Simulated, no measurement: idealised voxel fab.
Proc. module: voxel self aligned vias
Square cell edge 5 nm, section width 185 nm, ID cut.
Cross-section, as written here: a square-cell grid given band by band from the top down, where a band holds one or more rows of cells. What a band's entry tells you: where the top is and where the bottom is, as heights in nm, and after that what lies inside, material by material from left to right, each with its width in nm. Empty space is written as the word "blank", and a single material marked with the word "full width" occupies the band from edge to edge. Basically, 0 is our baseline, since under it the wafer straight out of the box is all one material. The bottom band has no lower end and keeps on going down, so it looks like "0 and below". A two-number width, for instance "30->40", indicates that the width is equal to the first number in the top row of the band and to the second number in the bottom row, and that it changes by a constant amount per row of cells. For the purposes of this document, the phrase "left unchanged" attached to a step denotes that no cell within the cross-section was modified by that step. If an empty space has no open way to the top and is at least 8 cells in size, "Closed cavity list" lists it, written width x height at distance, where distance is measured from the left edge and every value is in nm. That trailing text on a step's line, after the settings, is the simulator's own remark on the step. "overlay nm" denotes, for a step that has a mask, the displacement of the mask to the right of its planned place, with negative values corresponding to the left.

**Steps planned for the process**
step 1: RECEIVE [material Si]
step 2: CONFORMAL_DEP [material SiO2] [thk nm 15]
step 3: CONFORMAL_DEP [material SiCN] [thk nm 5]
step 4: DIRECTIONAL_DEP [material SiO2] [thk nm 20]
step 5: MASKED_ETCH [tone open] [mask id LINES] [width nm 25] [pitch nm 50] [etch materials SiO2] [depth nm 20] [overlay nm 0]
step 6: CONFORMAL_DEP [material TiN] [thk nm 5]
step 7: FILL_DEP [material W] [thk nm 10]
step 8: CMP [height nm 40]
step 9: SELECTIVE_ETCH [etch materials W Ru TiN] [depth nm 5]
step 10: FILL_DEP [material SiN] [thk nm 10]
step 11: CMP [height nm 40]
step 12: DIRECTIONAL_DEP [material SiO2] [thk nm 20]
step 13: MASKED_ETCH [tone open] [mask id VIAS] [width nm 35] [pitch nm 50] [etch materials SiO2] [depth nm 20] [overlay nm 0]
step 14: MASKED_ETCH [tone open] [mask id VIAS] [width nm 35] [pitch nm 50] [etch materials SiN] [depth nm 5] [overlay nm 0]
step 15: CONFORMAL_DEP [material TiN] [thk nm 5]
step 16: FILL_DEP [material Cu] [thk nm 10]
step 17: CMP [height nm 60]
step 18: CONFORMAL_DEP [material SiCN] [thk nm 5]

**First wafer out of two, processed as planned**

**Cross-section of the incoming wafer, state after step 1**
	0 and below = Si full width
	Closed cavity list: none

**The wafer in cross-section once step 2 is complete**
	15 down to 0 = SiO2 full width
	At heights below 0, the structure remains unaltered.

**The wafer in cross-section once step 3 is complete**
	20 down to 15 = SiCN full width
	At heights below 15, the structure remains unaltered.

**The wafer in cross-section once step 4 is complete**
	40 down to 20 = SiO2 full width
	At heights below 20, the structure remains unaltered.

**The wafer in cross-section once step 5 is complete**
	40 down to 20 = 30 nm SiO2  25 nm blank  25 nm SiO2  25 nm blank  25 nm SiO2  25 nm blank  30 nm SiO2
	At heights below 20, the structure remains unaltered.

**The wafer in cross-section once step 6 is complete**
	45 down to 40 = 35 nm TiN  15 nm blank  35 nm TiN  15 nm blank  35 nm TiN  15 nm blank  35 nm TiN
	40 down to 25 = 30 nm SiO2  5 nm TiN  15 nm blank  5 nm TiN  25 nm SiO2  5 nm TiN  15 nm blank  5 nm TiN  25 nm SiO2  5 nm TiN  15 nm blank  5 nm TiN  30 nm SiO2
	25 down to 20 = 30 nm SiO2  25 nm TiN  25 nm SiO2  25 nm TiN  25 nm SiO2  25 nm TiN  30 nm SiO2
	At heights below 20, the structure remains unaltered.

**The wafer in cross-section once step 7 is complete**
	55 down to 45 = W full width
	45 down to 40 = 35 nm TiN  15 nm W  35 nm TiN  15 nm W  35 nm TiN  15 nm W  35 nm TiN
	40 down to 25 = 30 nm SiO2  5 nm TiN  15 nm W  5 nm TiN  25 nm SiO2  5 nm TiN  15 nm W  5 nm TiN  25 nm SiO2  5 nm TiN  15 nm W  5 nm TiN  30 nm SiO2
	At heights below 25, the structure remains unaltered.

**The wafer in cross-section once step 8 is complete**
	40 down to 25 = 30 nm SiO2  5 nm TiN  15 nm W  5 nm TiN  25 nm SiO2  5 nm TiN  15 nm W  5 nm TiN  25 nm SiO2  5 nm TiN  15 nm W  5 nm TiN  30 nm SiO2
	At heights below 25, the structure remains unaltered.

**The wafer in cross-section once step 9 is complete**
	40 down to 35 = 30 nm SiO2  25 nm blank  25 nm SiO2  25 nm blank  25 nm SiO2  25 nm blank  30 nm SiO2
	At heights below 35, the structure remains unaltered.

**The wafer in cross-section once step 10 is complete**
	50 down to 40 = SiN full width
	40 down to 35 = 30 nm SiO2  25 nm SiN  25 nm SiO2  25 nm SiN  25 nm SiO2  25 nm SiN  30 nm SiO2
	At heights below 35, the structure remains unaltered.

**The wafer in cross-section once step 11 is complete**
	40 down to 35 = 30 nm SiO2  25 nm SiN  25 nm SiO2  25 nm SiN  25 nm SiO2  25 nm SiN  30 nm SiO2
	At heights below 35, the structure remains unaltered.

**The wafer in cross-section once step 12 is complete**
	60 down to 40 = SiO2 full width
	At heights below 40, the structure remains unaltered.

**The wafer in cross-section once step 13 is complete**
	60 down to 40 = 25 nm SiO2  35 nm blank  15 nm SiO2  35 nm blank  15 nm SiO2  35 nm blank  25 nm SiO2
	At heights below 40, the structure remains unaltered.

**The wafer in cross-section once step 14 is complete**
	60 down to 40 = 25 nm SiO2  35 nm blank  15 nm SiO2  35 nm blank  15 nm SiO2  35 nm blank  25 nm SiO2
	40 down to 35 = 30 nm SiO2  25 nm blank  25 nm SiO2  25 nm blank  25 nm SiO2  25 nm blank  30 nm SiO2
	At heights below 35, the structure remains unaltered.

**The wafer in cross-section once step 15 is complete**
	65 down to 60 = 30 nm TiN  25 nm blank  25 nm TiN  25 nm blank  25 nm TiN  25 nm blank  30 nm TiN
	60 down to 45 = 25 nm SiO2  5 nm TiN  25 nm blank  5 nm TiN  15 nm SiO2  5 nm TiN  25 nm blank  5 nm TiN  15 nm SiO2  5 nm TiN  25 nm blank  5 nm TiN  25 nm SiO2
	45 down to 40 = 25 nm SiO2  10 nm TiN  15 nm blank  10 nm TiN  15 nm SiO2  10 nm TiN  15 nm blank  10 nm TiN  15 nm SiO2  10 nm TiN  15 nm blank  10 nm TiN  25 nm SiO2
	40 down to 35 = 30 nm SiO2  25 nm TiN  25 nm SiO2  25 nm TiN  25 nm SiO2  25 nm TiN  30 nm SiO2
	At heights below 35, the structure remains unaltered.

**The wafer in cross-section once step 16 is complete**
	75 down to 65 = Cu full width
	65 down to 60 = 30 nm TiN  25 nm Cu  25 nm TiN  25 nm Cu  25 nm TiN  25 nm Cu  30 nm TiN
	60 down to 45 = 25 nm SiO2  5 nm TiN  25 nm Cu  5 nm TiN  15 nm SiO2  5 nm TiN  25 nm Cu  5 nm TiN  15 nm SiO2  5 nm TiN  25 nm Cu  5 nm TiN  25 nm SiO2
	45 down to 40 = 25 nm SiO2  10 nm TiN  15 nm Cu  10 nm TiN  15 nm SiO2  10 nm TiN  15 nm Cu  10 nm TiN  15 nm SiO2  10 nm TiN  15 nm Cu  10 nm TiN  25 nm SiO2
	At heights below 40, the structure remains unaltered.

**The wafer in cross-section once step 17 is complete**
	60 down to 45 = 25 nm SiO2  5 nm TiN  25 nm Cu  5 nm TiN  15 nm SiO2  5 nm TiN  25 nm Cu  5 nm TiN  15 nm SiO2  5 nm TiN  25 nm Cu  5 nm TiN  25 nm SiO2
	At heights below 45, the structure remains unaltered.

**The wafer in cross-section once step 18 is complete**
	65 down to 60 = SiCN full width
	At heights below 60, the structure remains unaltered.

**It is to be noted that the second wafer proceeded from the same initial state and according to the same plan as the first, although one mistake was committed in its execution; through step 1, inclusive, the two wafers share an identical history**

**Second wafer, cut view, end of step 2 per plan**
	30 down to 0 = SiO2 full width
	At heights below 0, the structure remains unaltered.

**Second wafer, cut view, end of step 3 per plan**
	35 down to 30 = SiCN full width
	At heights below 30, the structure remains unaltered.

**Second wafer, cut view, end of step 4 per plan**
	55 down to 35 = SiO2 full width
	At heights below 35, the structure remains unaltered.

**Second wafer, cut view, end of step 5 per plan**
	55 down to 35 = 30 nm SiO2  25 nm blank  25 nm SiO2  25 nm blank  25 nm SiO2  25 nm blank  30 nm SiO2
	At heights below 35, the structure remains unaltered.

**Second wafer, cut view, end of step 6 per plan**
	60 down to 55 = 35 nm TiN  15 nm blank  35 nm TiN  15 nm blank  35 nm TiN  15 nm blank  35 nm TiN
	55 down to 40 = 30 nm SiO2  5 nm TiN  15 nm blank  5 nm TiN  25 nm SiO2  5 nm TiN  15 nm blank  5 nm TiN  25 nm SiO2  5 nm TiN  15 nm blank  5 nm TiN  30 nm SiO2
	40 down to 35 = 30 nm SiO2  25 nm TiN  25 nm SiO2  25 nm TiN  25 nm SiO2  25 nm TiN  30 nm SiO2
	At heights below 35, the structure remains unaltered.

**Second wafer, cut view, end of step 7 per plan**
	70 down to 60 = W full width
	60 down to 55 = 35 nm TiN  15 nm W  35 nm TiN  15 nm W  35 nm TiN  15 nm W  35 nm TiN
	55 down to 40 = 30 nm SiO2  5 nm TiN  15 nm W  5 nm TiN  25 nm SiO2  5 nm TiN  15 nm W  5 nm TiN  25 nm SiO2  5 nm TiN  15 nm W  5 nm TiN  30 nm SiO2
	At heights below 40, the structure remains unaltered.

**Second wafer, cut view, end of step 8 per plan**
	40 down to 35 = 30 nm SiO2  25 nm TiN  25 nm SiO2  25 nm TiN  25 nm SiO2  25 nm TiN  30 nm SiO2
	At heights below 35, the structure remains unaltered.

**Second wafer, cut view, end of step 9 per plan**
	40 down to 35 = 30 nm SiO2  25 nm blank  25 nm SiO2  25 nm blank  25 nm SiO2  25 nm blank  30 nm SiO2
	At heights below 35, the structure remains unaltered.

**Second wafer, cut view, end of step 10 per plan**
	50 down to 40 = SiN full width
	40 down to 35 = 30 nm SiO2  25 nm SiN  25 nm SiO2  25 nm SiN  25 nm SiO2  25 nm SiN  30 nm SiO2
	At heights below 35, the structure remains unaltered.

**Second wafer, cut view, end of step 11 per plan**
	40 down to 35 = 30 nm SiO2  25 nm SiN  25 nm SiO2  25 nm SiN  25 nm SiO2  25 nm SiN  30 nm SiO2
	At heights below 35, the structure remains unaltered.

**Second wafer, cut view, end of step 12 per plan**
	60 down to 40 = SiO2 full width
	At heights below 40, the structure remains unaltered.

**Second wafer, cut view, end of step 13 per plan**
	60 down to 40 = 25 nm SiO2  35 nm blank  15 nm SiO2  35 nm blank  15 nm SiO2  35 nm blank  25 nm SiO2
	At heights below 40, the structure remains unaltered.

**Second wafer, cut view, end of step 14 per plan**
	60 down to 40 = 25 nm SiO2  35 nm blank  15 nm SiO2  35 nm blank  15 nm SiO2  35 nm blank  25 nm SiO2
	40 down to 35 = 30 nm SiO2  25 nm blank  25 nm SiO2  25 nm blank  25 nm SiO2  25 nm blank  30 nm SiO2
	At heights below 35, the structure remains unaltered.

**Second wafer, cut view, end of step 15 per plan**
	65 down to 60 = 30 nm TiN  25 nm blank  25 nm TiN  25 nm blank  25 nm TiN  25 nm blank  30 nm TiN
	60 down to 45 = 25 nm SiO2  5 nm TiN  25 nm blank  5 nm TiN  15 nm SiO2  5 nm TiN  25 nm blank  5 nm TiN  15 nm SiO2  5 nm TiN  25 nm blank  5 nm TiN  25 nm SiO2
	45 down to 40 = 25 nm SiO2  10 nm TiN  15 nm blank  10 nm TiN  15 nm SiO2  10 nm TiN  15 nm blank  10 nm TiN  15 nm SiO2  10 nm TiN  15 nm blank  10 nm TiN  25 nm SiO2
	40 down to 35 = 30 nm SiO2  25 nm TiN  25 nm SiO2  25 nm TiN  25 nm SiO2  25 nm TiN  30 nm SiO2
	At heights below 35, the structure remains unaltered.

**Second wafer, cut view, end of step 16 per plan**
	75 down to 65 = Cu full width
	65 down to 60 = 30 nm TiN  25 nm Cu  25 nm TiN  25 nm Cu  25 nm TiN  25 nm Cu  30 nm TiN
	60 down to 45 = 25 nm SiO2  5 nm TiN  25 nm Cu  5 nm TiN  15 nm SiO2  5 nm TiN  25 nm Cu  5 nm TiN  15 nm SiO2  5 nm TiN  25 nm Cu  5 nm TiN  25 nm SiO2
	45 down to 40 = 25 nm SiO2  10 nm TiN  15 nm Cu  10 nm TiN  15 nm SiO2  10 nm TiN  15 nm Cu  10 nm TiN  15 nm SiO2  10 nm TiN  15 nm Cu  10 nm TiN  25 nm SiO2
	At heights below 40, the structure remains unaltered.

**Second wafer, cut view, end of step 17 per plan**
	60 down to 45 = 25 nm SiO2  5 nm TiN  25 nm Cu  5 nm TiN  15 nm SiO2  5 nm TiN  25 nm Cu  5 nm TiN  15 nm SiO2  5 nm TiN  25 nm Cu  5 nm TiN  25 nm SiO2
	At heights below 45, the structure remains unaltered.

**Second wafer, cut view, end of step 18 per plan**
	65 down to 60 = SiCN full width
	At heights below 60, the structure remains unaltered.
It is concluded that the wafer was processed incorrectly with respect to the plan, in that plan step 2 was twice executed
Looking at both finished wafers in cells, the second ends up ahead of or behind the first on some materials: SiO2: 45 more; TiN: 27 fewer; W: 18 fewer
